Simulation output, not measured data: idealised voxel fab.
Proc. module: voxel transistor to metal
Displayed cross-section: cut, width of 190 nm, square cells sized 5 nm.
Reading order for cross-sections: top band down to bottom band. Underlying form: a grid of square cells. Band size: one or more rows of cells.
Per band: top height and bottom height in nm, followed by the left-to-right materials and their widths in nm; "all across" marks a single material spanning edge to edge, "empty" marks empty space.
Height 0 is the level under which the wafer as received is all one material. The lowest band goes on downwards, as in "0..down".
Width "30 to 40": first value at the band's top row of cells, second value at its bottom row, equal change from row to row.
It should be understood that the words "stayed the same", when stated for a given step, signify that the cross-section underwent no change in any of its cells during that step.
If an empty space has no open way to the top and is at least 8 cells in size, "Entrapped void list" lists it, written width x height at distance, where distance is measured from the left edge and every value is in nm.
On a step's line, text after the settings is the simulator commenting on that step.
For masked steps, "overlay nm" on the step line gives how far right of plan the mask actually lay; a minus sign means it lay to the left.
THE PLANNED PROCESS STEPS ARE ENUMERATED HEREUNDER
step 1: RECEIVE with material Si
step 2: OXIDIZE with depth nm 5
step 3: CONFORMAL_DEP with material SiN, thk nm 15
step 4: PATTERN with tone cover, mask id ACTIVE, material resist, width nm 115, thk nm 15, overlay nm 0
step 5: DIRECTIONAL_ETCH with etch materials SiN, depth nm 15
step 6: DIRECTIONAL_ETCH with etch materials SiO2, depth nm 5
step 7: DIRECTIONAL_ETCH with etch materials Si, depth nm 30
step 8: STRIP with etch materials resist
step 9: FILL_DEP with material SiO2, thk nm 15
step 10: CMP with height nm 15
step 11: SELECTIVE_ETCH with etch materials SiO2, depth nm 15
step 12: STRIP with etch materials SiN
step 13: SELECTIVE_ETCH with etch materials SiO2, depth nm 5
step 14: OXIDIZE with depth nm 5
step 15: DIRECTIONAL_DEP with material polySi, thk nm 25
step 16: DIRECTIONAL_DEP with material SiCN, thk nm 10
step 17: DIRECTIONAL_DEP with material aC, thk nm 10
step 18: PATTERN with tone cover, mask id GATE, material resist, width nm 25, thk nm 30, overlay nm 0
step 19: DIRECTIONAL_ETCH with etch materials aC, depth nm 10
step 20: STRIP with etch materials resist
step 21: DIRECTIONAL_ETCH with etch materials SiCN, depth nm 20
step 22: DIRECTIONAL_ETCH with etch materials polySi, depth nm 35
step 23: STRIP with etch materials aC
step 24: CONFORMAL_DEP with material SiO2, thk nm 5
step 25: DIRECTIONAL_ETCH with etch materials SiO2, depth nm 5
step 26: CONFORMAL_DEP with material SiN, thk nm 5
step 27: DIRECTIONAL_ETCH with etch materials SiN, depth nm 5
step 28: DIRECTIONAL_ETCH with etch materials SiO2, depth nm 5
step 29: DIRECTIONAL_ETCH with etch materials Si, depth nm 10
step 30: EPI with material SiGe, thk nm 10
step 31: FILL_DEP with material SiO2, thk nm 5
step 32: CMP with height nm 30
step 33: DIRECTIONAL_DEP with material SiO2, thk nm 15
step 34: DIRECTIONAL_DEP with material aC, thk nm 5
step 35: PATTERN with tone open, mask id CONTACT, material resist, width nm 30, pitch nm 65, thk nm 30, overlay nm 0
step 36: DIRECTIONAL_ETCH with etch materials aC, depth nm 15
step 37: STRIP with etch materials resist
step 38: DIRECTIONAL_ETCH with etch materials SiO2, depth nm 55
step 39: STRIP with etch materials aC
step 40: CONFORMAL_DEP with material TiN, thk nm 5
step 41: FILL_DEP with material Ru, thk nm 5
step 42: CMP with height nm 45
step 43: DIRECTIONAL_DEP with material TiN, thk nm 5
step 44: DIRECTIONAL_DEP with material Ru, thk nm 25
step 45: PATTERN with tone cover, mask id METAL_1, material resist, width nm 20, pitch nm 75, thk nm 15, overlay nm 0
step 46: DIRECTIONAL_ETCH with etch materials Ru, depth nm 25
step 47: DIRECTIONAL_ETCH with etch materials TiN, depth nm 5
step 48: STRIP with etch materials resist
step 49: FILL_DEP with material lowk, thk nm 10
step 50: CMP with height nm 75
step 51: CONFORMAL_DEP with material SiCN, thk nm 5
step 52: DIRECTIONAL_DEP with material SiO2, thk nm 25
step 53: PATTERN with tone open, mask id METAL_2, material resist, width nm 20, pitch nm 75, thk nm 20, overlay nm 0
step 54: DIRECTIONAL_ETCH with etch materials SiO2, depth nm 15
step 55: STRIP with etch materials resist
step 56: DIRECTIONAL_DEP with material aC, thk nm 15
step 57: PATTERN with tone open, mask id METAL_2_HOLES, material resist, width nm 15, pitch nm 75, thk nm 35, overlay nm 0
step 58: DIRECTIONAL_ETCH with etch materials aC, depth nm 15
step 59: STRIP with etch materials resist
step 60: DIRECTIONAL_ETCH with etch materials SiO2, depth nm 10
step 61: DIRECTIONAL_ETCH with etch materials SiCN, depth nm 5
step 62: STRIP with etch materials aC
step 63: CONFORMAL_DEP with material TiN, thk nm 5
step 64: FILL_DEP with material Cu, thk nm 5
step 65: CMP with height nm 105
step 66: CONFORMAL_DEP with material SiCN, thk nm 5
Where the wafers of this document differ is in the thk nm of step 34; they start out the same, and the plan states the value that applied to the first wafer.
FIRST OF SEVERAL WAFERS, RECEIVED AFTER STEP 1, IN CROSS-SECTION
* 0..down: Si all across
* Entrapped void list: none
ONCE STEP 66, THE LAST STEP, IS COMPLETE, THE MODULE IS AT ITS END; THIS IS THE CROSS-SECTION OF THE FIRST OF SEVERAL WAFERS
* 110..105: SiCN all across
* 105..95: 45 of SiO2; 5 of TiN; 10 of Cu; 5 of TiN; 55 of SiO2; 5 of TiN; 10 of Cu; 5 of TiN; 50 of SiO2
* 95..90: 45 of SiO2; 5 of TiN; 5 of Cu; 10 of TiN; 55 of SiO2; 5 of TiN; 5 of Cu; 10 of TiN; 50 of SiO2
* 90..80: 45 of SiO2; 5 of TiN; 5 of Cu; 5 of TiN; 60 of SiO2; 5 of TiN; 5 of Cu; 5 of TiN; 55 of SiO2
* 80..75: 45 of SiCN; 15 of TiN; 60 of SiCN; 15 of TiN; 55 of SiCN
* 75..50: 45 of lowk; 20 of Ru; 55 of lowk; 20 of Ru; 50 of lowk
* 50..45: 45 of lowk; 20 of TiN; 55 of lowk; 20 of TiN; 50 of lowk
* 45..35: 45 of SiO2; 5 of TiN; 20 of Ru; 5 of TiN; 35 of SiO2; 5 of TiN; 20 of Ru; 5 of TiN; 50 of SiO2
* 35..30: 45 of SiO2; 5 of TiN; 15 of Ru; 10 of TiN; 35 of SiO2; 10 of TiN; 15 of Ru; 5 of TiN; 50 of SiO2
* 30..20: 45 of SiO2; 5 of TiN; 15 of Ru; 5 of TiN; 5 of SiN; 5 of SiO2; 25 of SiCN; 5 of SiO2; 5 of SiN; 5 of TiN; 15 of Ru; 5 of TiN; 50 of SiO2
* 20..5: 45 of SiO2; 5 of TiN; 15 of Ru; 5 of TiN; 5 of SiN; 5 of SiO2; 25 of polySi; 5 of SiO2; 5 of SiN; 5 of TiN; 15 of Ru; 5 of TiN; 50 of SiO2
* 5..0: 45 of SiO2; 5 of TiN; 5 of Ru; 15 of TiN; 5 of SiN; 5 of SiO2; 25 of polySi; 5 of SiO2; 5 of SiN; 15 of TiN; 5 of Ru; 5 of TiN; 50 of SiO2
* 0..-5: 45 of SiO2; 5 of TiN; 5 of Ru; 5 of TiN; 10 of SiGe; 5 of SiN; 5 of SiO2; 25 of polySi; 5 of SiO2; 5 of SiN; 10 of SiGe; 5 of TiN; 5 of Ru; 5 of TiN; 50 of SiO2
* -5..-10: 45 of SiO2; 15 of TiN; 10 of SiGe; 45 of SiO2; 10 of SiGe; 15 of TiN; 50 of SiO2
* -10..-20: 35 of SiO2; 35 of SiGe; 45 of Si; 35 of SiGe; 40 of SiO2
* -20..-35: 35 of SiO2; 115 of Si; 40 of SiO2
* -35..down: Si all across
* Entrapped void list: none
FINAL WAFER CROSS-SECTION AT MODULE END
* 110..105: SiCN all across
* 105..95: 45 of SiO2; 5 of TiN; 10 of Cu; 5 of TiN; 55 of SiO2; 5 of TiN; 10 of Cu; 5 of TiN; 50 of SiO2
* 95..90: 45 of SiO2; 5 of TiN; 5 of Cu; 10 of TiN; 55 of SiO2; 5 of TiN; 5 of Cu; 10 of TiN; 50 of SiO2
* 90..80: 45 of SiO2; 5 of TiN; 5 of Cu; 5 of TiN; 60 of SiO2; 5 of TiN; 5 of Cu; 5 of TiN; 55 of SiO2
* 80..75: 45 of SiCN; 15 of TiN; 60 of SiCN; 15 of TiN; 55 of SiCN
* 75..50: 45 of lowk; 20 of Ru; 55 of lowk; 20 of Ru; 50 of lowk
* 50..45: 45 of lowk; 20 of TiN; 55 of lowk; 20 of TiN; 50 of lowk
* 45..30: SiO2 all across
* 30..20: 70 of SiO2; 5 of SiN; 5 of SiO2; 25 of SiCN; 5 of SiO2; 5 of SiN; 75 of SiO2
* 20..0: 70 of SiO2; 5 of SiN; 5 of SiO2; 25 of polySi; 5 of SiO2; 5 of SiN; 75 of SiO2
* 0..-5: 60 of SiO2; 10 of SiGe; 5 of SiN; 5 of SiO2; 25 of polySi; 5 of SiO2; 5 of SiN; 10 of SiGe; 65 of SiO2
* -5..-10: 60 of SiO2; 10 of SiGe; 45 of SiO2; 10 of SiGe; 65 of SiO2
* -10..-20: 35 of SiO2; 35 of SiGe; 45 of Si; 35 of SiGe; 40 of SiO2
* -20..-35: 35 of SiO2; 115 of Si; 40 of SiO2
* -35..down: Si all across
* Entrapped void list: none
TABLE: WAFERS, A ROW EACH; END-OF-MODULE CELL CHANGE PER MATERIAL SINCE RECEIPT, GAIN (+), LOSS (-); THEN CLOSED VOIDS
thk nm 5; +14 Cu; +96 Ru; -179 Si; +80 SiCN; +36 SiGe; +14 SiN; +482 SiO2; +88 TiN; +180 lowk; +25 polySi; Entrapped void list: none
thk nm 10; +14 Cu; +96 Ru; -179 Si; +80 SiCN; +36 SiGe; +14 SiN; +482 SiO2; +88 TiN; +180 lowk; +25 polySi; Entrapped void list: none
thk nm 15; +14 Cu; +96 Ru; -179 Si; +80 SiCN; +36 SiGe; +14 SiN; +482 SiO2; +88 TiN; +180 lowk; +25 polySi; Entrapped void list: none
thk nm 20; +14 Cu; +40 Ru; -179 Si; +80 SiCN; +36 SiGe; +14 SiN; +590 SiO2; +36 TiN; +180 lowk; +25 polySi; Entrapped void list: none
thk nm 25; +14 Cu; +40 Ru; -179 Si; +80 SiCN; +36 SiGe; +14 SiN; +590 SiO2; +36 TiN; +180 lowk; +25 polySi; Entrapped void list: none
thk nm 30; +14 Cu; +40 Ru; -179 Si; +80 SiCN; +36 SiGe; +14 SiN; +590 SiO2; +36 TiN; +180 lowk; +25 polySi; Entrapped void list: none
